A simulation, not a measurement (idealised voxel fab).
Herein follows the process module entitled voxel transistor to metal.
Each square cell in cross-section cut measures 5 nm, and the section as a whole is 190 nm wide.
If you're reading a cross-section in this doc, picture square cells in a grid; it comes to you as bands, top ones listed first down to the bottom, and a band can be one or more rows of cells. Each band's line starts with the height of the band's top and of its bottom, in nm. Then come its materials from left to right, each with its width in nm. One material with "throughout" fills the band from edge to edge. "empty" is empty space. Heights are measured from 0, the level below which the as-received wafer is all one material; the lowest band has no bottom and continues downward, written as in "0 -> down". So if you see something like "30->40" for the width, read it as the top row of the band sitting at the first number and the bottom row at the second, with every row in between moving by the same amount as the last. "changes: none" (step): cross-section cells unchanged, all of them. If an empty space has no open way to the top and is at least 8 cells in size, "Fully sealed voids" lists it, written width x height at distance, where distance is measured from the left edge and every value is in nm. If you see something after the settings on a step's line, that's the simulator's own remark about that step. A step's line can hold "overlay nm"; with a mask on that step, the setting says how far right of the planned place the mask lay, while a negative setting says it lay to the left.

**So here's the lineup of process steps we planned**
1. op RECEIVE | material Si
2. op OXIDIZE | depth nm 5
3. op CONFORMAL_DEP | material SiN | thk nm 15
4. op MASKED_ETCH | tone cover | mask id ACTIVE | width nm 100 | etch materials SiN | depth nm 15 | overlay nm 0
5. op MASKED_ETCH | tone cover | mask id ACTIVE | width nm 100 | etch materials SiO2 | depth nm 5 | overlay nm 0
6. op MASKED_ETCH | tone cover | mask id ACTIVE | width nm 100 | etch materials Si | depth nm 30 | overlay nm 0
7. op FILL_DEP | material SiO2 | thk nm 15
8. op CMP | height nm 15
9. op SELECTIVE_ETCH | etch materials SiO2 | depth nm 5
10. op STRIP | etch materials SiN
11. op SELECTIVE_ETCH | etch materials SiO2 | depth nm 5
12. op OXIDIZE | depth nm 5
13. op DIRECTIONAL_DEP | material polySi | thk nm 25
14. op DIRECTIONAL_DEP | material SiCN | thk nm 15
15. op MASKED_ETCH | tone cover | mask id GATE | width nm 20 | etch materials SiCN | depth nm 25 | overlay nm 0
16. op MASKED_ETCH | tone cover | mask id GATE | width nm 20 | etch materials polySi | depth nm 35 | overlay nm 0
17. op CONFORMAL_DEP | material SiN | thk nm 10
18. op DIRECTIONAL_ETCH | etch materials SiN | depth nm 10
19. op DIRECTIONAL_ETCH | etch materials SiO2 | depth nm 5
20. op DIRECTIONAL_ETCH | etch materials Si | depth nm 5
21. op EPI | material nSi | thk nm 5
22. op FILL_DEP | material SiO2 | thk nm 5
23. op CMP | height nm 35
24. op DIRECTIONAL_DEP | material SiO2 | thk nm 15
25. op MASKED_ETCH | tone open | mask id CONTACT | width nm 20 | pitch nm 70 | etch materials SiO2 | depth nm 60 | overlay nm 0
26. op CONFORMAL_DEP | material TiN | thk nm 5
27. op FILL_DEP | material Ru | thk nm 10
28. op CMP | height nm 50
29. op DIRECTIONAL_DEP | material TiN | thk nm 5
30. op DIRECTIONAL_DEP | material Ru | thk nm 15
31. op PATTERN | tone cover | mask id METAL_1 | material resist | width nm 20 | pitch nm 70 | thk nm 20 | overlay nm 0
32. op DIRECTIONAL_ETCH | etch materials Ru | depth nm 15
33. op DIRECTIONAL_ETCH | etch materials TiN | depth nm 5
34. op STRIP | etch materials resist
35. op CONFORMAL_DEP | material SiN | thk nm 5
36. op FILL_DEP | material SiO2 | thk nm 5
37. op CMP | height nm 70
38. op CONFORMAL_DEP | material SiCN | thk nm 5

**Cross-section of the wafer at receipt, which is the condition after step 1**
  0 -> down  Si throughout
  Fully sealed voids: none

**Cross-sectional view of the first of the two wafers upon completion of the module, processed in accordance with the plan**
  75 -> 70  SiCN throughout
  70 -> 55  SiO2 45  SiN 5  Ru 20  SiN 5  SiO2 40  SiN 5  Ru 20  SiN 5  SiO2 45
  55 -> 50  SiN 50  TiN 20  SiN 50  TiN 20  SiN 50
  50 -> 35  SiO2 50  TiN 5  Ru 10  TiN 5  SiO2 50  TiN 5  Ru 10  TiN 5  SiO2 50
  35 -> 20  SiO2 50  TiN 5  Ru 10  TiN 5  SiO2 5  SiN 10  SiCN 20  SiN 10  SiO2 5  TiN 5  Ru 10  TiN 5  SiO2 50
  20 -> 5  SiO2 50  TiN 5  Ru 10  TiN 5  SiO2 5  SiN 10  polySi 20  SiN 10  SiO2 5  TiN 5  Ru 10  TiN 5  SiO2 50
  5 -> -5  SiO2 40  SiN 10  TiN 5->10  Ru 10->5  TiN 5  SiO2 5  SiN 10  polySi 20  SiN 10  SiO2 5  TiN 5  Ru 10->5  TiN 5->10  SiN 10  SiO2 40
  -5 -> -10  SiO2 50  nSi 5  TiN 15  nSi 5  SiO2 40  nSi 5  TiN 15  nSi 5  SiO2 50
  -10 -> -15  SiO2 45  Si 5  nSi 25  Si 40  nSi 25  Si 5  SiO2 45
  -15 -> -35  SiO2 45  Si 100  SiO2 45
  -35 -> down  Si throughout
  Fully sealed voids: none

**Second wafer cross-section at end of module - shared start and plan with the first, one mistake in the run**
  75 -> 70  SiCN throughout
  70 -> 55  SiO2 45  SiN 5  Ru 20  SiN 5  SiO2 40  SiN 5  Ru 20  SiN 5  SiO2 45
  55 -> 50  SiN 50  TiN 20  SiN 50  TiN 20  SiN 50
  50 -> 40  SiO2 50  TiN 5  Ru 10  TiN 5  SiO2 50  TiN 5  Ru 10  TiN 5  SiO2 50
  40 -> 35  SiO2 50  TiN 20  SiO2 50  TiN 20  SiO2 50
  35 -> 30  SiCN 85  SiN 20  SiCN 85
  30 -> 20  polySi 40  SiCN 45  SiN 20  SiCN 45  polySi 40
  20 -> 5  polySi throughout
  5 -> -5  SiO2 40  polySi 110  SiO2 40
  -5 -> -10  SiO2 throughout
  -10 -> -35  SiO2 45  Si 100  SiO2 45
  -35 -> down  Si throughout
  Fully sealed voids: none
Run error: step 15 ran as: op MASKED_ETCH | tone open | mask id GATE | width nm 20 | etch materials SiCN | depth nm 25 | overlay nm 0
End check, counted in cells, second wafer has more or fewer of these materials than the first: Ru -34 | Si +10 | SiCN +58 | SiN -28 | SiO2 -126 | TiN -36 | nSi -14 | polySi +170
